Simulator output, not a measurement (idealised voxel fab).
Herein follows the process module entitled voxel wiring stack.
In the cross-section labelled cut, the width is 190 nm and each square cell is 5 nm.
How to read a cross-section here: the picture is a grid of square cells, written as bands going from the top down, and any band can span one or more rows of cells. Band: top height; bottom height; in nm. Then, left to right: material with width in nm, for each material. "everywhere": a single material spanning edge to edge. "air": empty space. Measure heights from 0. That's the level where, below it, the as-received wafer is all one material. The lowest band is bottomless and extends downward; write it as in "0 -> down". So if you see something like "30 to 40" for the width, read it as the top row of the band sitting at the first number and the bottom row at the second, with every row in between moving by the same amount as the last. A step reported as "nothing different" is a step in which no cell of the cross-section changed. In the "Closed void list" entry, you get each enclosed empty space of 8 cells or more, one with no open way to the top, written width x height at distance, distance from the left edge, in nm. What comes after the settings on a step's line is commentary from the simulator itself on that step. Among the settings permitted on a step's line is "overlay nm"; applied to a step with a mask, it specifies the extent to which the mask lay to the right of its planned position, whereas a negative figure signifies a position to the left.
**Process steps - plan**
1 RECEIVE,material Si
2 CONFORMAL_DEP,material SiO2,thk nm 10
3 CONFORMAL_DEP,material SiN,thk nm 5
4 DIRECTIONAL_DEP,material lowk,thk nm 15
5 DIRECTIONAL_DEP,material aC,thk nm 10
6 PATTERN,tone open,mask id METAL_1,material resist,width nm 30,pitch nm 60,thk nm 30,overlay nm 0
7 DIRECTIONAL_ETCH,etch materials aC,depth nm 10
8 STRIP,etch materials resist
9 DIRECTIONAL_ETCH,etch materials lowk,depth nm 15
10 DIRECTIONAL_ETCH,etch materials SiN,depth nm 5
11 STRIP,etch materials aC
12 CONFORMAL_DEP,material TiN,thk nm 5
13 FILL_DEP,material Cu,thk nm 10
14 CMP,height nm 30
15 EPI,material Ru,thk nm 5
16 FILL_DEP,material SiCN,thk nm 5
17 DIRECTIONAL_DEP,material SiO2,thk nm 15
18 PATTERN,tone open,mask id PLUG_1,material resist,width nm 15,pitch nm 60,thk nm 20,overlay nm 0
19 DIRECTIONAL_ETCH,etch materials SiO2,depth nm 15
20 DIRECTIONAL_ETCH,etch materials SiCN,depth nm 5
21 STRIP,etch materials resist
22 CONFORMAL_DEP,material TiN,thk nm 5
23 FILL_DEP,material Ru,thk nm 10
24 CMP,height nm 55
25 DIRECTIONAL_DEP,material TiN,thk nm 5
26 DIRECTIONAL_DEP,material W,thk nm 20
27 MASKED_ETCH,tone cover,mask id METAL_2,width nm 30,pitch nm 60,etch materials W,depth nm 20,overlay nm 0
28 MASKED_ETCH,tone cover,mask id METAL_2,width nm 30,pitch nm 60,etch materials TiN,depth nm 5,overlay nm 0
29 FILL_DEP,material SiO2,thk nm 5
30 CMP,height nm 80
31 CONFORMAL_DEP,material SiCN,thk nm 5
**First wafer of two (run as planned)**
**Delivered wafer in cross-section: state after step 1**
    0 -> down = Si everywhere
    Closed void list: none
**How the wafer stands in section after step 2**
    10 -> 0 = SiO2 everywhere
    Under the height 0 nothing was changed.
**How the wafer stands in section after step 3**
    15 -> 10 = SiN everywhere
    Under the height 10 nothing was changed.
**How the wafer stands in section after step 4**
    30 -> 15 = lowk everywhere
    Under the height 15 nothing was changed.
**How the wafer stands in section after step 5**
    40 -> 30 = aC everywhere
    Under the height 30 nothing was changed.
**How the wafer stands in section after step 6**
    70 -> 40 = resist (20)  air (30)  resist (30)  air (30)  resist (30)  air (30)  resist (20)
    Under the height 40 nothing was changed.
**How the wafer stands in section after step 7**
    60 -> 40 = resist (20)  air (30)  resist (30)  air (30)  resist (30)  air (30)  resist (20)
    40 -> 30 = aC (20)  air (30)  aC (30)  air (30)  aC (30)  air (30)  aC (20)
    Under the height 30 nothing was changed.
**How the wafer stands in section after step 8**
    40 -> 30 = aC (20)  air (30)  aC (30)  air (30)  aC (30)  air (30)  aC (20)
    Under the height 30 nothing was changed.
**How the wafer stands in section after step 9**
    40 -> 30 = aC (20)  air (30)  aC (30)  air (30)  aC (30)  air (30)  aC (20)
    30 -> 15 = lowk (20)  air (30)  lowk (30)  air (30)  lowk (30)  air (30)  lowk (20)
    Under the height 15 nothing was changed.
**How the wafer stands in section after step 10**
    40 -> 30 = aC (20)  air (30)  aC (30)  air (30)  aC (30)  air (30)  aC (20)
    30 -> 15 = lowk (20)  air (30)  lowk (30)  air (30)  lowk (30)  air (30)  lowk (20)
    15 -> 10 = SiN (20)  air (30)  SiN (30)  air (30)  SiN (30)  air (30)  SiN (20)
    Under the height 10 nothing was changed.
**How the wafer stands in section after step 11**
    30 -> 15 = lowk (20)  air (30)  lowk (30)  air (30)  lowk (30)  air (30)  lowk (20)
    Under the height 15 nothing was changed.
**How the wafer stands in section after step 12**
    35 -> 30 = TiN (25)  air (20)  TiN (40)  air (20)  TiN (40)  air (20)  TiN (25)
    30 -> 15 = lowk (20)  TiN (5)  air (20)  TiN (5)  lowk (30)  TiN (5)  air (20)  TiN (5)  lowk (30)  TiN (5)  air (20)  TiN (5)  lowk (20)
    15 -> 10 = SiN (20)  TiN (30)  SiN (30)  TiN (30)  SiN (30)  TiN (30)  SiN (20)
    Under the height 10 nothing was changed.
**How the wafer stands in section after step 13**
    45 -> 35 = Cu everywhere
    35 -> 30 = TiN (25)  Cu (20)  TiN (40)  Cu (20)  TiN (40)  Cu (20)  TiN (25)
    30 -> 15 = lowk (20)  TiN (5)  Cu (20)  TiN (5)  lowk (30)  TiN (5)  Cu (20)  TiN (5)  lowk (30)  TiN (5)  Cu (20)  TiN (5)  lowk (20)
    Under the height 15 nothing was changed.
**How the wafer stands in section after step 14**
    30 -> 15 = lowk (20)  TiN (5)  Cu (20)  TiN (5)  lowk (30)  TiN (5)  Cu (20)  TiN (5)  lowk (30)  TiN (5)  Cu (20)  TiN (5)  lowk (20)
    Under the height 15 nothing was changed.
**How the wafer stands in section after step 15**
    35 -> 30 = air (15)  Ru (40)  air (20)  Ru (40)  air (20)  Ru (40)  air (15)
    Under the height 30 nothing was changed.
**How the wafer stands in section after step 16**
    40 -> 35 = SiCN everywhere
    35 -> 30 = SiCN (15)  Ru (40)  SiCN (20)  Ru (40)  SiCN (20)  Ru (40)  SiCN (15)
    Under the height 30 nothing was changed.
**How the wafer stands in section after step 17**
    55 -> 40 = SiO2 everywhere
    Under the height 40 nothing was changed.
**How the wafer stands in section after step 18**
    75 -> 55 = resist (20)  air (15)  resist (45)  air (15)  resist (45)  air (15)  resist (35)
    Under the height 55 nothing was changed.
**How the wafer stands in section after step 19**
    75 -> 55 = resist (20)  air (15)  resist (45)  air (15)  resist (45)  air (15)  resist (35)
    55 -> 40 = SiO2 (20)  air (15)  SiO2 (45)  air (15)  SiO2 (45)  air (15)  SiO2 (35)
    Under the height 40 nothing was changed.
**How the wafer stands in section after step 20**
    75 -> 55 = resist (20)  air (15)  resist (45)  air (15)  resist (45)  air (15)  resist (35)
    55 -> 40 = SiO2 (20)  air (15)  SiO2 (45)  air (15)  SiO2 (45)  air (15)  SiO2 (35)
    40 -> 35 = SiCN (20)  air (15)  SiCN (45)  air (15)  SiCN (45)  air (15)  SiCN (35)
    Under the height 35 nothing was changed.
**How the wafer stands in section after step 21**
    55 -> 40 = SiO2 (20)  air (15)  SiO2 (45)  air (15)  SiO2 (45)  air (15)  SiO2 (35)
    Under the height 40 nothing was changed.
**How the wafer stands in section after step 22**
    60 -> 55 = TiN (25)  air (5)  TiN (55)  air (5)  TiN (55)  air (5)  TiN (40)
    55 -> 40 = SiO2 (20)  TiN (5)  air (5)  TiN (5)  SiO2 (45)  TiN (5)  air (5)  TiN (5)  SiO2 (45)  TiN (5)  air (5)  TiN (5)  SiO2 (35)
    40 -> 35 = SiCN (20)  TiN (15)  SiCN (45)  TiN (15)  SiCN (45)  TiN (15)  SiCN (35)
    Under the height 35 nothing was changed.
**How the wafer stands in section after step 23**
    70 -> 60 = Ru everywhere
    60 -> 55 = TiN (25)  Ru (5)  TiN (55)  Ru (5)  TiN (55)  Ru (5)  TiN (40)
    55 -> 40 = SiO2 (20)  TiN (5)  Ru (5)  TiN (5)  SiO2 (45)  TiN (5)  Ru (5)  TiN (5)  SiO2 (45)  TiN (5)  Ru (5)  TiN (5)  SiO2 (35)
    Under the height 40 nothing was changed.
**How the wafer stands in section after step 24**
    55 -> 40 = SiO2 (20)  TiN (5)  Ru (5)  TiN (5)  SiO2 (45)  TiN (5)  Ru (5)  TiN (5)  SiO2 (45)  TiN (5)  Ru (5)  TiN (5)  SiO2 (35)
    Under the height 40 nothing was changed.
**How the wafer stands in section after step 25**
    60 -> 55 = TiN everywhere
    Under the height 55 nothing was changed.
**How the wafer stands in section after step 26**
    80 -> 60 = W everywhere
    Under the height 60 nothing was changed.
**How the wafer stands in section after step 27**
    80 -> 60 = air (20)  W (30)  air (30)  W (30)  air (30)  W (30)  air (20)
    Under the height 60 nothing was changed.
**How the wafer stands in section after step 28**
    80 -> 60 = air (20)  W (30)  air (30)  W (30)  air (30)  W (30)  air (20)
    60 -> 55 = air (20)  TiN (30)  air (30)  TiN (30)  air (30)  TiN (30)  air (20)
    Under the height 55 nothing was changed.
**How the wafer stands in section after step 29**
    85 -> 80 = SiO2 everywhere
    80 -> 60 = SiO2 (20)  W (30)  SiO2 (30)  W (30)  SiO2 (30)  W (30)  SiO2 (20)
    60 -> 55 = SiO2 (20)  TiN (30)  SiO2 (30)  TiN (30)  SiO2 (30)  TiN (30)  SiO2 (20)
    Under the height 55 nothing was changed.
**How the wafer stands in section after step 30**
    80 -> 60 = SiO2 (20)  W (30)  SiO2 (30)  W (30)  SiO2 (30)  W (30)  SiO2 (20)
    Under the height 60 nothing was changed.
**How the wafer stands in section after step 31**
    85 -> 80 = SiCN everywhere
    Under the height 80 nothing was changed.
**The second wafer began exactly as the first did and followed the same plan, but one mistake was made while running it; through step 17 inclusive, the two wafers are identical**
**Cross-section: second wafer, time at which step 18 was scheduled to end**
    75 -> 55 = resist (20)  air (20)  resist (40)  air (20)  resist (40)  air (20)  resist (30)
    Under the height 55 nothing was changed.
**Cross-section: second wafer, time at which step 19 was scheduled to end**
    75 -> 55 = resist (20)  air (20)  resist (40)  air (20)  resist (40)  air (20)  resist (30)
    55 -> 40 = SiO2 (20)  air (20)  SiO2 (40)  air (20)  SiO2 (40)  air (20)  SiO2 (30)
    Under the height 40 nothing was changed.
**Cross-section: second wafer, time at which step 20 was scheduled to end**
    75 -> 55 = resist (20)  air (20)  resist (40)  air (20)  resist (40)  air (20)  resist (30)
    55 -> 40 = SiO2 (20)  air (20)  SiO2 (40)  air (20)  SiO2 (40)  air (20)  SiO2 (30)
    40 -> 35 = SiCN (20)  air (20)  SiCN (40)  air (20)  SiCN (40)  air (20)  SiCN (30)
    Under the height 35 nothing was changed.
**Cross-section: second wafer, time at which step 21 was scheduled to end**
    55 -> 40 = SiO2 (20)  air (20)  SiO2 (40)  air (20)  SiO2 (40)  air (20)  SiO2 (30)
    Under the height 40 nothing was changed.
**Cross-section: second wafer, time at which step 22 was scheduled to end**
    60 -> 55 = TiN (25)  air (10)  TiN (50)  air (10)  TiN (50)  air (10)  TiN (35)
    55 -> 40 = SiO2 (20)  TiN (5)  air (10)  TiN (5)  SiO2 (40)  TiN (5)  air (10)  TiN (5)  SiO2 (40)  TiN (5)  air (10)  TiN (5)  SiO2 (30)
    40 -> 35 = SiCN (20)  TiN (20)  SiCN (40)  TiN (20)  SiCN (40)  TiN (20)  SiCN (30)
    Under the height 35 nothing was changed.
**Cross-section: second wafer, time at which step 23 was scheduled to end**
    70 -> 60 = Ru everywhere
    60 -> 55 = TiN (25)  Ru (10)  TiN (50)  Ru (10)  TiN (50)  Ru (10)  TiN (35)
    55 -> 40 = SiO2 (20)  TiN (5)  Ru (10)  TiN (5)  SiO2 (40)  TiN (5)  Ru (10)  TiN (5)  SiO2 (40)  TiN (5)  Ru (10)  TiN (5)  SiO2 (30)
    Under the height 40 nothing was changed.
**Cross-section: second wafer, time at which step 24 was scheduled to end**
    55 -> 40 = SiO2 (20)  TiN (5)  Ru (10)  TiN (5)  SiO2 (40)  TiN (5)  Ru (10)  TiN (5)  SiO2 (40)  TiN (5)  Ru (10)  TiN (5)  SiO2 (30)
    Under the height 40 nothing was changed.
**Cross-section: second wafer, time at which step 25 was scheduled to end**
    60 -> 55 = TiN everywhere
    Under the height 55 nothing was changed.
**Cross-section: second wafer, time at which step 26 was scheduled to end**
    80 -> 60 = W everywhere
    Under the height 60 nothing was changed.
**Cross-section: second wafer, time at which step 27 was scheduled to end**
    80 -> 60 = air (20)  W (30)  air (30)  W (30)  air (30)  W (30)  air (20)
    Under the height 60 nothing was changed.
**Cross-section: second wafer, time at which step 28 was scheduled to end**
    80 -> 60 = air (20)  W (30)  air (30)  W (30)  air (30)  W (30)  air (20)
    60 -> 55 = air (20)  TiN (30)  air (30)  TiN (30)  air (30)  TiN (30)  air (20)
    Under the height 55 nothing was changed.
**Cross-section: second wafer, time at which step 29 was scheduled to end**
    85 -> 80 = SiO2 everywhere
    80 -> 60 = SiO2 (20)  W (30)  SiO2 (30)  W (30)  SiO2 (30)  W (30)  SiO2 (20)
    60 -> 55 = SiO2 (20)  TiN (30)  SiO2 (30)  TiN (30)  SiO2 (30)  TiN (30)  SiO2 (20)
    Under the height 55 nothing was changed.
**Cross-section: second wafer, time at which step 30 was scheduled to end**
    80 -> 60 = SiO2 (20)  W (30)  SiO2 (30)  W (30)  SiO2 (30)  W (30)  SiO2 (20)
    Under the height 60 nothing was changed.
**Cross-section: second wafer, time at which step 31 was scheduled to end**
    85 -> 80 = SiCN everywhere
    Under the height 80 nothing was changed.
Run error: step 18 went in with a setting other than planned; the actual run was PATTERN,tone open,mask id PLUG_1,material resist,width nm 20,pitch nm 60,thk nm 20,overlay nm 0
Wrapping up, a cell-based count of both wafers puts the second over or under the first for these materials: 9 more of Ru, 3 fewer of SiCN, 9 fewer of SiO2, 3 more of TiN
